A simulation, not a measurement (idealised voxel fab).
You're looking at the process module voxel gate over fins.
It is cross-section cut that appears here, measuring 280 nm in width, its square cells being 5 nm in size.
Notation: cross-section as square-cell grid; stated in bands, top first, going down; one or more cell rows per band. Heads up on the band format: heights come first, top then bottom, in nm. After that it's the materials left to right, each with its width in nm. A single material flagged "everywhere" fills the whole band edge to edge, and "blank" means there's empty space there. Beneath 0, the wafer as received is one material, and that level is where height counting begins. The lowest band goes on downward without a bottom; it is written like "0 and below". You'd read "30..40" like this: the band's top row of cells is as wide as the first number, its bottom row is as wide as the second, and going down, every row changes width by the same amount as the row before did. "nothing different" after a step means that no cell of the cross-section changed. "Closed cavities" enumerates empty spaces isolated from the top, with no open way to it, that contain at least 8 cells, giving each as width x height at distance from the left edge, all three in nm. Past the settings on a step's line: simulator remark, on that step. overlay nm: where the mask lay relative to plan, measured to the right, on steps with a mask; negatives go left.

Steps in the process plan
- 1: op RECEIVE | material Si
- 2: op CONFORMAL_DEP | material SiN | thk nm 5
- 3: op PATTERN | tone cover | mask id FINS | material resist | width nm 15 | pitch nm 55 | thk nm 15 | overlay nm 0
- 4: op DIRECTIONAL_ETCH | etch materials SiN | depth nm 5
- 5: op DIRECTIONAL_ETCH | etch materials Si | depth nm 35
- 6: op STRIP | etch materials resist
- 7: op OXIDIZE | depth nm 5
- 8: op FILL_DEP | material SiO2 | thk nm 15
- 9: op CMP | height nm 5
- 10: op DIRECTIONAL_DEP | material aC | thk nm 10
- 11: op PATTERN | tone open | mask id RAIL | material resist | width nm 15 | thk nm 25 | overlay nm -15
- 12: op DIRECTIONAL_ETCH | etch materials aC | depth nm 10
- 13: op STRIP | etch materials resist
- 14: op DIRECTIONAL_ETCH | etch materials SiO2 | depth nm 35
- 15: op STRIP | etch materials aC
- 16: op CONFORMAL_DEP | material TiN | thk nm 5
- 17: op FILL_DEP | material W | thk nm 5
- 18: op CMP | height nm 5
- 19: op SELECTIVE_ETCH | etch materials W Ru TiN | depth nm 25
- 20: op FILL_DEP | material SiO2 | thk nm 5
- 21: op CMP | height nm 5
- 22: op SELECTIVE_ETCH | etch materials SiO2 | depth nm 15
- 23: op STRIP | etch materials SiN
- 24: op CONFORMAL_DEP | material HfO2 | thk nm 5
- 25: op CONFORMAL_DEP | material TiN | thk nm 5
- 26: op CONFORMAL_DEP | material TiAl | thk nm 5
- 27: op CONFORMAL_DEP | material TiN | thk nm 5
- 28: op FILL_DEP | material W | thk nm 15
- 29: op CMP | height nm 30
- 30: op CONFORMAL_DEP | material SiN | thk nm 5
Variable across wafers: step 11 overlay nm (plan value is that of the first wafer; starting state common to all).

Step 1 complete: as-received cross-section of the first of several wafers
* 0 and below: Si everywhere
* Closed cavities: none

Wafer cross-section (first of several) - module end, post step 30 (last step)
* 35 down to 30: SiN everywhere
* 30 down to 20: W everywhere
* 20 down to 15: W (60), then TiN (45), then W (10), then TiN (45), then W (10), then TiN (45), then W (65)
* 15 down to 10: W (60), then TiN (5), then TiAl (35), then TiN (5), then W (10), then TiN (5), then TiAl (35), then TiN (5), then W (10), then TiN (5), then TiAl (35), then TiN (5), then W (65)
* 10 down to 5: TiN (65), then TiAl (5), then TiN (25), then TiAl (5), then TiN (20), then TiAl (5), then TiN (25), then TiAl (5), then TiN (20), then TiAl (5), then TiN (25), then TiAl (5), then TiN (70)
* 5 down to 0: TiAl (70), then TiN (5), then HfO2 (15), then TiN (5), then TiAl (30), then TiN (5), then HfO2 (15), then TiN (5), then TiAl (30), then TiN (5), then HfO2 (15), then TiN (5), then TiAl (75)
* 0 down to -5: TiN (75), then HfO2 (5), then Si (5), then HfO2 (5), then TiN (40), then HfO2 (5), then Si (5), then HfO2 (5), then TiN (40), then HfO2 (5), then Si (5), then HfO2 (5), then TiN (80)
* -5 down to -10: HfO2 (80), then Si (5), then HfO2 (50), then Si (5), then HfO2 (50), then Si (5), then HfO2 (85)
* -10 down to -20: SiO2 (80), then Si (5), then SiO2 (50), then Si (5), then SiO2 (50), then Si (5), then SiO2 (85)
* -20 down to -30: SiO2 (80), then Si (5), then SiO2 (5), then TiN (10), then SiO2 (35), then Si (5), then SiO2 (50), then Si (5), then SiO2 (85)
* -30 down to -40: SiO2 (80), then Si (5), then SiO2 (50), then Si (5), then SiO2 (50), then Si (5), then SiO2 (85)
* -40 and below: Si everywhere
* Closed cavities: none

Last wafer, end of module, cross-section
* 35 down to 30: SiN everywhere
* 30 down to 20: W everywhere
* 20 down to 15: W (60), then TiN (45), then W (10), then TiN (45), then W (10), then TiN (45), then W (65)
* 15 down to 10: W (60), then TiN (5), then TiAl (35), then TiN (5), then W (10), then TiN (5), then TiAl (35), then TiN (5), then W (10), then TiN (5), then TiAl (35), then TiN (5), then W (65)
* 10 down to 5: TiN (65), then TiAl (5), then TiN (25), then TiAl (5), then TiN (20), then TiAl (5), then TiN (25), then TiAl (5), then TiN (20), then TiAl (5), then TiN (25), then TiAl (5), then TiN (70)
* 5 down to 0: TiAl (70), then TiN (5), then HfO2 (15), then TiN (5), then TiAl (30), then TiN (5), then HfO2 (15), then TiN (5), then TiAl (30), then TiN (5), then HfO2 (15), then TiN (5), then TiAl (75)
* 0 down to -5: TiN (75), then HfO2 (5), then Si (5), then HfO2 (5), then TiN (40), then HfO2 (5), then Si (5), then HfO2 (5), then TiN (40), then HfO2 (5), then Si (5), then HfO2 (5), then TiN (80)
* -5 down to -10: HfO2 (80), then Si (5), then HfO2 (50), then Si (5), then HfO2 (50), then Si (5), then HfO2 (85)
* -10 down to -20: SiO2 (80), then Si (5), then SiO2 (50), then Si (5), then SiO2 (50), then Si (5), then SiO2 (85)
* -20 down to -25: SiO2 (80), then Si (5), then SiO2 (30), then TiN (5), then W (5), then TiN (5), then SiO2 (5), then Si (5), then SiO2 (50), then Si (5), then SiO2 (85)
* -25 down to -30: SiO2 (80), then Si (5), then SiO2 (30), then TiN (15), then SiO2 (5), then Si (5), then SiO2 (50), then Si (5), then SiO2 (85)
* -30 down to -40: SiO2 (80), then Si (5), then SiO2 (50), then Si (5), then SiO2 (50), then Si (5), then SiO2 (85)
* -40 and below: Si everywhere
* Closed cavities: none

End of module, by wafer: material-by-material cell gain (+) or loss (-) since receipt, then closed voids
overlay nm -15, +68 HfO2, -424 Si, +56 SiN, +314 SiO2, +68 TiAl, +140 TiN, +170 W, Closed cavities: none
overlay nm -10, +68 HfO2, -424 Si, +56 SiN, +312 SiO2, +68 TiAl, +141 TiN, +171 W, Closed cavities: none
overlay nm -5, +68 HfO2, -424 Si, +56 SiN, +312 SiO2, +68 TiAl, +141 TiN, +171 W, Closed cavities: none
overlay nm 0, +68 HfO2, -424 Si, +56 SiN, +312 SiO2, +68 TiAl, +141 TiN, +171 W, Closed cavities: none
overlay nm 5, +68 HfO2, -424 Si, +56 SiN, +312 SiO2, +68 TiAl, +141 TiN, +171 W, Closed cavities: none
overlay nm 10, +68 HfO2, -424 Si, +56 SiN, +312 SiO2, +68 TiAl, +141 TiN, +171 W, Closed cavities: none
overlay nm 15, +68 HfO2, -424 Si, +56 SiN, +312 SiO2, +68 TiAl, +141 TiN, +171 W, Closed cavities: none
